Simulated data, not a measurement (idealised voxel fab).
Herein follows the process module entitled voxel tone inversion.
Shown is cross-section cut, with a width of 230 nm and square cells of size 5 nm.
Just so we're on the same page, the cross-sections are grids of square cells, and they're listed out in bands top to bottom, each band one or more rows deep.
This entry defines a band. It first specifies the height of the band's top and the height of its bottom in nm, and then specifies the band's materials from left to right, stating each material with its width in nm. The word "all across" identifies a single material that fills the band from edge to edge, while the word "air" identifies empty space.
For the purposes of this specification, 0 denotes the height below which the wafer in its as-received condition is composed wholly of one material, and the lowermost band, lacking a lower limit, extends downward without end, as expressed in "0 and below".
Read "30 to 40" as a graded width: first number on top, second number at the bottom, same change between each pair of neighbouring rows.
When a step is marked "remained unchanged", none of the cells in the cross-section changed during that step.
Listed in "Closed voids list": every empty space of 8 or more cells without an open way to the top. Form: width x height at distance, the distance being from the left edge, all in nm.
On each step's line, the part that comes after the settings is the simulator's own comment on the step.
overlay nm: for a step with a mask, the amount by which the mask lay right of where it was planned; a negative amount means left of it.

LIST OF PLANNED PROCESS STEPS
1: RECEIVE, material Si
2: CONFORMAL_DEP, material SiN, thk nm 10
3: DIRECTIONAL_DEP, material aC, thk nm 25
4: PATTERN, tone cover, mask id POSTS, material resist, width nm 20, pitch nm 35, thk nm 35, overlay nm 0
5: DIRECTIONAL_ETCH, etch materials aC, depth nm 25
6: STRIP, etch materials resist
7: FILL_DEP, material lowk, thk nm 10
8: CMP, height nm 35
9: STRIP, etch materials aC

WAFER CROSS-SECTION ON RECEIPT, I.E. AFTER STEP 1
	0 and below | Si all across
	Closed voids list: none

SAME STARTING WAFER, SAME PLAN AS ABOVE, ONE MISTAKE IN THE EXECUTION; THIS IS THE CROSS-SECTION AT THE END OF THE MODULE
	35 down to 25 | SiN all across
	25 down to 0 | aC all across
	0 and below | Si all across
	Closed voids list: none
Where did the run depart from the plan? order of steps 2 and 3 inverted relative to the plan
